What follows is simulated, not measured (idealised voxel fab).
This section sets out a process module, namely voxel transistor to metal.
The figure presents cross-section cut, which has a width of 185 nm and is divided into square cells with an edge length of 5 nm.
Reading order for cross-sections: top band down to bottom band. Underlying form: a grid of square cells. Band size: one or more rows of cells. Band: top and bottom heights (nm) first, top before bottom; then materials from left to right, widths in nm. "full width" marks a sole material filling the band edge to edge. "air" denotes empty space. All heights in this document are referenced to 0, defined as the level beneath which the wafer, as received, consists entirely of one material. The lowest band is not bounded below; it extends indefinitely downward and is written in the form "0..down". A width such as "30..40" changes by the same amount from each row of cells to the next, from the band's top row to its bottom row. Basically "everything unchanged" means that step didn't change any cell in the cross-section. "Closed void catalog" enumerates empty spaces isolated from the top, with no open way to it, that contain at least 8 cells, giving each as width x height at distance from the left edge, all three in nm. What comes after the settings on a step's line is commentary from the simulator itself on that step. Each step line may optionally specify "overlay nm", which for a step with a mask gives the rightward distance between the mask's planned place and where it lay, a negative value indicating the leftward direction.
# So here's the lineup of process steps we planned
step 1: RECEIVE with material Si
step 2: OXIDIZE with depth nm 5
step 3: CONFORMAL_DEP with material SiN, thk nm 10
step 4: PATTERN with tone cover, mask id ACTIVE, material resist, width nm 115, thk nm 15, overlay nm 0
step 5: DIRECTIONAL_ETCH with etch materials SiN, depth nm 10
step 6: DIRECTIONAL_ETCH with etch materials SiO2, depth nm 5
step 7: DIRECTIONAL_ETCH with etch materials Si, depth nm 35
step 8: STRIP with etch materials resist
step 9: OXIDIZE with depth nm 5
step 10: FILL_DEP with material SiO2, thk nm 5
step 11: CMP with height nm 10
step 12: SELECTIVE_ETCH with etch materials SiO2, depth nm 5
step 13: STRIP with etch materials SiN
step 14: SELECTIVE_ETCH with etch materials SiO2, depth nm 5
step 15: OXIDIZE with depth nm 5
step 16: DIRECTIONAL_DEP with material polySi, thk nm 25
step 17: DIRECTIONAL_DEP with material SiCN, thk nm 10
step 18: MASKED_ETCH with tone cover, mask id GATE, width nm 35, etch materials SiCN, depth nm 20, overlay nm 0
step 19: MASKED_ETCH with tone cover, mask id GATE, width nm 35, etch materials polySi, depth nm 35, overlay nm 0
step 20: CONFORMAL_DEP with material SiN, thk nm 10
step 21: DIRECTIONAL_ETCH with etch materials SiN, depth nm 10
step 22: DIRECTIONAL_ETCH with etch materials SiO2, depth nm 5
step 23: DIRECTIONAL_ETCH with etch materials Si, depth nm 10
step 24: EPI with material pSi, thk nm 15
step 25: FILL_DEP with material SiO2, thk nm 5
step 26: CMP with height nm 20
step 27: STRIP with etch materials polySi
step 28: SELECTIVE_ETCH with etch materials SiO2, depth nm 5
step 29: CONFORMAL_DEP with material HfO2, thk nm 5
step 30: CONFORMAL_DEP with material TiN, thk nm 5
step 31: FILL_DEP with material W, thk nm 5
step 32: CMP with height nm 15
step 33: DIRECTIONAL_DEP with material SiO2, thk nm 10
step 34: DIRECTIONAL_DEP with material aC, thk nm 15
step 35: PATTERN with tone open, mask id CONTACT, material resist, width nm 15, pitch nm 90, thk nm 35, overlay nm 0
step 36: DIRECTIONAL_ETCH with etch materials aC, depth nm 15
step 37: STRIP with etch materials resist
step 38: DIRECTIONAL_ETCH with etch materials SiO2, depth nm 30
step 39: STRIP with etch materials aC
step 40: CONFORMAL_DEP with material TiN, thk nm 5
step 41: FILL_DEP with material W, thk nm 10
step 42: CMP with height nm 25
step 43: DIRECTIONAL_DEP with material TiN, thk nm 5
step 44: DIRECTIONAL_DEP with material Ru, thk nm 20
step 45: MASKED_ETCH with tone cover, mask id METAL_1, width nm 15, pitch nm 90, etch materials Ru, depth nm 20, overlay nm 0
step 46: MASKED_ETCH with tone cover, mask id METAL_1, width nm 15, pitch nm 90, etch materials TiN, depth nm 5, overlay nm 0
step 47: CONFORMAL_DEP with material SiN, thk nm 5
step 48: FILL_DEP with material SiO2, thk nm 10
step 49: CMP with height nm 50
step 50: CONFORMAL_DEP with material SiCN, thk nm 5
# Wafer cross-section on receipt, i.e. after step 1
    0..down | Si full width
    Closed void catalog: none
# Result of the module, cross-sectioned: start per above, plan per above, one error in how it was run
    55..50 | SiCN full width
    50..30 | SiO2 35; SiN 5; Ru 15; SiN 5; SiO2 65; SiN 5; Ru 15; SiN 5; SiO2 35
    30..25 | SiN 40; TiN 15; SiN 75; TiN 15; SiN 40
    25..15 | SiO2 40; TiN 5; W 5; TiN 5; SiO2 75; TiN 5; W 5; TiN 5; SiO2 40
    15..5 | SiO2 40; TiN 5; W 5; TiN 5; SiO2 10; SiN 10; HfO2 5; TiN 5; W 15; TiN 5; HfO2 5; SiN 10; SiO2 10; TiN 5; W 5; TiN 5; SiO2 40
    5..0 | SiO2 40; TiN 5; W 5; TiN 5; SiO2 10; SiN 10; HfO2 5; TiN 25; HfO2 5; SiN 10; SiO2 10; TiN 5; W 5; TiN 5; SiO2 40
    0..-5 | SiO2 30; SiN 10; TiN 15; SiO2 15; HfO2 45; SiO2 15; TiN 15; SiN 10; SiO2 30
    -5..-20 | pSi 30; SiO2 125; pSi 30
    -20..-45 | Si 30; SiO2 125; Si 30
    -45..down | Si full width
    Closed void catalog: none
The mistake made against the process plan was this: step 4 did not happen as planned, as run it was PATTERN with tone open, mask id ACTIVE, material resist, width nm 115, thk nm 15, overlay nm 0
